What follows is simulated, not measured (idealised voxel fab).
The document below concerns the process module designated voxel trench capacitor.
The cross-section shown here is cut; it is 245 nm wide and divided into square cells measuring 5 nm on a side.
Bands, listed from the top down, are how a cross-section gets written in this document; the cross-section itself is a grid of square cells, and a band is one or more rows of them. The band entry comprises the height of the band's top followed by the height of its bottom, expressed in nm, and subsequently the band's materials from left to right, each stated together with its width in nm. Where a single material is marked with the word "edge to edge", that material fills the band from edge to edge. The word "empty" represents empty space. For the purposes of this specification, 0 denotes the height below which the wafer in its as-received condition is composed wholly of one material, and the lowermost band, lacking a lower limit, extends downward without end, as expressed in "0 nm and below". A width such as "30 to 40" changes by the same amount from each row of cells to the next, from the band's top row to its bottom row. It should be understood that the words "nothing was modified", when stated for a given step, signify that the cross-section underwent no change in any of its cells during that step. If an empty space has no open way to the top and is at least 8 cells in size, "Sealed void list" lists it, written width x height at distance, where distance is measured from the left edge and every value is in nm. after a step's settings: what the simulator itself notes on the step. overlay nm, on a step with a mask: how far to the right of its planned place the mask lay; to the left if negative. Each of the pairs that make up the rest of this document says: here is the cross-section before one process step, here is the cross-section after it, drawn only down to the lowest band that changed, and here, under the pair, is the step lying between them with its settings. Different pairs may come from different runs of this module on the same starting wafer, so a pair continues from the pair above it only where its entry headed "Pre-process" says so.
# Pre-process
> 5 nm to 0 nm: 70 SiN / 25 empty / 20 SiN / 25 empty / 20 SiN / 25 empty / 60 SiN
> 0 nm to -35 nm: 70 Si / 25 empty / 20 Si / 25 empty / 20 Si / 25 empty / 60 Si
> -35 nm and below: Si edge to edge
> Sealed void list: none
# Step Result
> 10 nm to 5 nm: 75 HfO2 / 15 empty / 30 HfO2 / 15 empty / 30 HfO2 / 15 empty / 65 HfO2
> 5 nm to 0 nm: 70 SiN / 5 HfO2 / 15 empty / 5 HfO2 / 20 SiN / 5 HfO2 / 15 empty / 5 HfO2 / 20 SiN / 5 HfO2 / 15 empty / 5 HfO2 / 60 SiN
> 0 nm to -30 nm: 70 Si / 5 HfO2 / 15 empty / 5 HfO2 / 20 Si / 5 HfO2 / 15 empty / 5 HfO2 / 20 Si / 5 HfO2 / 15 empty / 5 HfO2 / 60 Si
> -30 nm to -35 nm: 70 Si / 25 HfO2 / 20 Si / 25 HfO2 / 20 Si / 25 HfO2 / 60 Si
> Below -35, no change.
> Sealed void list: none
Link between the two cross-sections above: CONFORMAL_DEP [material HfO2] [thk nm 5]
Pre-process: we pick up right where the pair above leaves off, with its after cross-section.
# Step Result
> 15 nm to 10 nm: 80 TiN / 5 empty / 40 TiN / 5 empty / 40 TiN / 5 empty / 70 TiN
> 10 nm to 5 nm: 75 HfO2 / 5 TiN / 5 empty / 5 TiN / 30 HfO2 / 5 TiN / 5 empty / 5 TiN / 30 HfO2 / 5 TiN / 5 empty / 5 TiN / 65 HfO2
> 5 nm to 0 nm: 70 SiN / 5 HfO2 / 5 TiN / 5 empty / 5 TiN / 5 HfO2 / 20 SiN / 5 HfO2 / 5 TiN / 5 empty / 5 TiN / 5 HfO2 / 20 SiN / 5 HfO2 / 5 TiN / 5 empty / 5 TiN / 5 HfO2 / 60 SiN
> 0 nm to -25 nm: 70 Si / 5 HfO2 / 5 TiN / 5 empty / 5 TiN / 5 HfO2 / 20 Si / 5 HfO2 / 5 TiN / 5 empty / 5 TiN / 5 HfO2 / 20 Si / 5 HfO2 / 5 TiN / 5 empty / 5 TiN / 5 HfO2 / 60 Si
> -25 nm to -30 nm: 70 Si / 5 HfO2 / 15 TiN / 5 HfO2 / 20 Si / 5 HfO2 / 15 TiN / 5 HfO2 / 20 Si / 5 HfO2 / 15 TiN / 5 HfO2 / 60 Si
> Below -30, no change.
> Sealed void list: none
Link between the two cross-sections above: CONFORMAL_DEP [material TiN] [thk nm 5]
Pre-process: we pick up right where the pair above leaves off, with its after cross-section.
# Step Result
> 20 nm to 15 nm: W edge to edge
> 15 nm to 10 nm: 80 TiN / 5 W / 40 TiN / 5 W / 40 TiN / 5 W / 70 TiN
> 10 nm to 5 nm: 75 HfO2 / 5 TiN / 5 W / 5 TiN / 30 HfO2 / 5 TiN / 5 W / 5 TiN / 30 HfO2 / 5 TiN / 5 W / 5 TiN / 65 HfO2
> 5 nm to 0 nm: 70 SiN / 5 HfO2 / 5 TiN / 5 W / 5 TiN / 5 HfO2 / 20 SiN / 5 HfO2 / 5 TiN / 5 W / 5 TiN / 5 HfO2 / 20 SiN / 5 HfO2 / 5 TiN / 5 W / 5 TiN / 5 HfO2 / 60 SiN
> 0 nm to -25 nm: 70 Si / 5 HfO2 / 5 TiN / 5 W / 5 TiN / 5 HfO2 / 20 Si / 5 HfO2 / 5 TiN / 5 W / 5 TiN / 5 HfO2 / 20 Si / 5 HfO2 / 5 TiN / 5 W / 5 TiN / 5 HfO2 / 60 Si
> Below -25, no change.
> Sealed void list: none
Link between the two cross-sections above: FILL_DEP [material W] [thk nm 5]
Pre-process: we pick up right where the pair above leaves off, with its after cross-section.
# Step Result
> 5 nm to 0 nm: 70 SiN / 5 HfO2 / 5 TiN / 5 W / 5 TiN / 5 HfO2 / 20 SiN / 5 HfO2 / 5 TiN / 5 W / 5 TiN / 5 HfO2 / 20 SiN / 5 HfO2 / 5 TiN / 5 W / 5 TiN / 5 HfO2 / 60 SiN
> Below 0, no change.
> Sealed void list: none
Link between the two cross-sections above: CMP [height nm 5]
# Pre-process
> 0 nm and below: Si edge to edge
> Sealed void list: none
# Step Result
> 5 nm to 0 nm: TiN edge to edge
> Below 0, no change.
> Sealed void list: none
Link between the two cross-sections above: CONFORMAL_DEP [material TiN] [thk nm 5]
Pre-process: we pick up right where the pair above leaves off, with its after cross-section.
# Step Result
> 25 nm to 5 nm: 65 resist / 25 empty / 20 resist / 25 empty / 20 resist / 25 empty / 65 resist
> Below 5, no change.
> Sealed void list: none
Link between the two cross-sections above: PATTERN [tone open] [mask id TRENCH] [material resist] [width nm 25] [pitch nm 45] [thk nm 20] [overlay nm 0]
Pre-process: we pick up right where the pair above leaves off, with its after cross-section.
# Step Result
> 5 nm to 0 nm: TiN edge to edge
> Below 0, no change.
> Sealed void list: none
Link between the two cross-sections above: STRIP [etch materials resist]
Pre-process: we pick up right where the pair above leaves off, with its after cross-section.
# Step Result
> 10 nm to 5 nm: HfO2 edge to edge
> Below 5, no change.
> Sealed void list: none
Link between the two cross-sections above: CONFORMAL_DEP [material HfO2] [thk nm 5]
Pre-process: we pick up right where the pair above leaves off, with its after cross-section.
# Step Result
> 15 nm to 10 nm: TiN edge to edge
> Below 10, no change.
> Sealed void list: none
Link between the two cross-sections above: CONFORMAL_DEP [material TiN] [thk nm 5]
Pre-process: we pick up right where the pair above leaves off, with its after cross-section.
# Step Result
> 20 nm to 15 nm: W edge to edge
> Below 15, no change.
> Sealed void list: none
Link between the two cross-sections above: FILL_DEP [material W] [thk nm 5]
Pre-process: we pick up right where the pair above leaves off, with its after cross-section.
# Step Result
> 5 nm to 0 nm: TiN edge to edge
> Below 0, no change.
> Sealed void list: none
Link between the two cross-sections above: CMP [height nm 5]
# Pre-process
> 5 nm to 0 nm: SiN edge to edge
> 0 nm and below: Si edge to edge
> Sealed void list: none
# Step Result
> 25 nm to 5 nm: 65 empty / 25 resist / 20 empty / 25 resist / 20 empty / 25 resist / 65 empty
> Below 5, no change.
> Sealed void list: none
Link between the two cross-sections above: PATTERN [tone cover] [mask id TRENCH] [material resist] [width nm 25] [pitch nm 45] [thk nm 20] [overlay nm 0]
Pre-process: we pick up right where the pair above leaves off, with its after cross-section.
# Step Result
> 25 nm to 5 nm: 65 empty / 25 resist / 20 empty / 25 resist / 20 empty / 25 resist / 65 empty
> 5 nm to 0 nm: 65 empty / 25 SiN / 20 empty / 25 SiN / 20 empty / 25 SiN / 65 empty
> Below 0, no change.
> Sealed void list: none
Link between the two cross-sections above: DIRECTIONAL_ETCH [etch materials SiN] [depth nm 5]
Pre-process: we pick up right where the pair above leaves off, with its after cross-section.
# Step Result
> 25 nm to 5 nm: 65 empty / 25 resist / 20 empty / 25 resist / 20 empty / 25 resist / 65 empty
> 5 nm to 0 nm: 65 empty / 25 SiN / 20 empty / 25 SiN / 20 empty / 25 SiN / 65 empty
> 0 nm to -35 nm: 65 empty / 25 Si / 20 empty / 25 Si / 20 empty / 25 Si / 65 empty
> Below -35, no change.
> Sealed void list: none
Link between the two cross-sections above: DIRECTIONAL_ETCH [etch materials Si] [depth nm 35]
Pre-process: we pick up right where the pair above leaves off, with its after cross-section.
# Step Result
> 5 nm to 0 nm: 65 empty / 25 SiN / 20 empty / 25 SiN / 20 empty / 25 SiN / 65 empty
> Below 0, no change.
> Sealed void list: none
Link between the two cross-sections above: STRIP [etch materials resist]
Pre-process: we pick up right where the pair above leaves off, with its after cross-section.
# Step Result
> 10 nm to 5 nm: 60 empty / 35 HfO2 / 10 empty / 35 HfO2 / 10 empty / 35 HfO2 / 60 empty
> 5 nm to 0 nm: 60 empty / 5 HfO2 / 25 SiN / 5 HfO2 / 10 empty / 5 HfO2 / 25 SiN / 5 HfO2 / 10 empty / 5 HfO2 / 25 SiN / 5 HfO2 / 60 empty
> 0 nm to -30 nm: 60 empty / 5 HfO2 / 25 Si / 5 HfO2 / 10 empty / 5 HfO2 / 25 Si / 5 HfO2 / 10 empty / 5 HfO2 / 25 Si / 5 HfO2 / 60 empty
> -30 nm to -35 nm: 65 HfO2 / 25 Si / 20 HfO2 / 25 Si / 20 HfO2 / 25 Si / 65 HfO2
> Below -35, no change.
> Sealed void list: none
Link between the two cross-sections above: CONFORMAL_DEP [material HfO2] [thk nm 5]
Pre-process: we pick up right where the pair above leaves off, with its after cross-section.
# Step Result
> 15 nm to 10 nm: 55 empty / 135 TiN / 55 empty
> 10 nm to 5 nm: 55 empty / 5 TiN / 35 HfO2 / 10 TiN / 35 HfO2 / 10 TiN / 35 HfO2 / 5 TiN / 55 empty
> 5 nm to 0 nm: 55 empty / 5 TiN / 5 HfO2 / 25 SiN / 5 HfO2 / 10 TiN / 5 HfO2 / 25 SiN / 5 HfO2 / 10 TiN / 5 HfO2 / 25 SiN / 5 HfO2 / 5 TiN / 55 empty
> 0 nm to -25 nm: 55 empty / 5 TiN / 5 HfO2 / 25 Si / 5 HfO2 / 10 TiN / 5 HfO2 / 25 Si / 5 HfO2 / 10 TiN / 5 HfO2 / 25 Si / 5 HfO2 / 5 TiN / 55 empty
> -25 nm to -30 nm: 60 TiN / 5 HfO2 / 25 Si / 5 HfO2 / 10 TiN / 5 HfO2 / 25 Si / 5 HfO2 / 10 TiN / 5 HfO2 / 25 Si / 5 HfO2 / 60 TiN
> Below -30, no change.
> Sealed void list: none
Link between the two cross-sections above: CONFORMAL_DEP [material TiN] [thk nm 5]
Pre-process: we pick up right where the pair above leaves off, with its after cross-section.
# Step Result
> 20 nm to 15 nm: W edge to edge
> 15 nm to 10 nm: 55 W / 135 TiN / 55 W
> 10 nm to 5 nm: 55 W / 5 TiN / 35 HfO2 / 10 TiN / 35 HfO2 / 10 TiN / 35 HfO2 / 5 TiN / 55 W
> 5 nm to 0 nm: 55 W / 5 TiN / 5 HfO2 / 25 SiN / 5 HfO2 / 10 TiN / 5 HfO2 / 25 SiN / 5 HfO2 / 10 TiN / 5 HfO2 / 25 SiN / 5 HfO2 / 5 TiN / 55 W
> 0 nm to -25 nm: 55 W / 5 TiN / 5 HfO2 / 25 Si / 5 HfO2 / 10 TiN / 5 HfO2 / 25 Si / 5 HfO2 / 10 TiN / 5 HfO2 / 25 Si / 5 HfO2 / 5 TiN / 55 W
> Below -25, no change.
> Sealed void list: none
Link between the two cross-sections above: FILL_DEP [material W] [thk nm 5]
Pre-process: we pick up right where the pair above leaves off, with its after cross-section.
# Step Result
> 5 nm to 0 nm: 55 W / 5 TiN / 5 HfO2 / 25 SiN / 5 HfO2 / 10 TiN / 5 HfO2 / 25 SiN / 5 HfO2 / 10 TiN / 5 HfO2 / 25 SiN / 5 HfO2 / 5 TiN / 55 W
> Below 0, no change.
> Sealed void list: none
Link between the two cross-sections above: CMP [height nm 5]
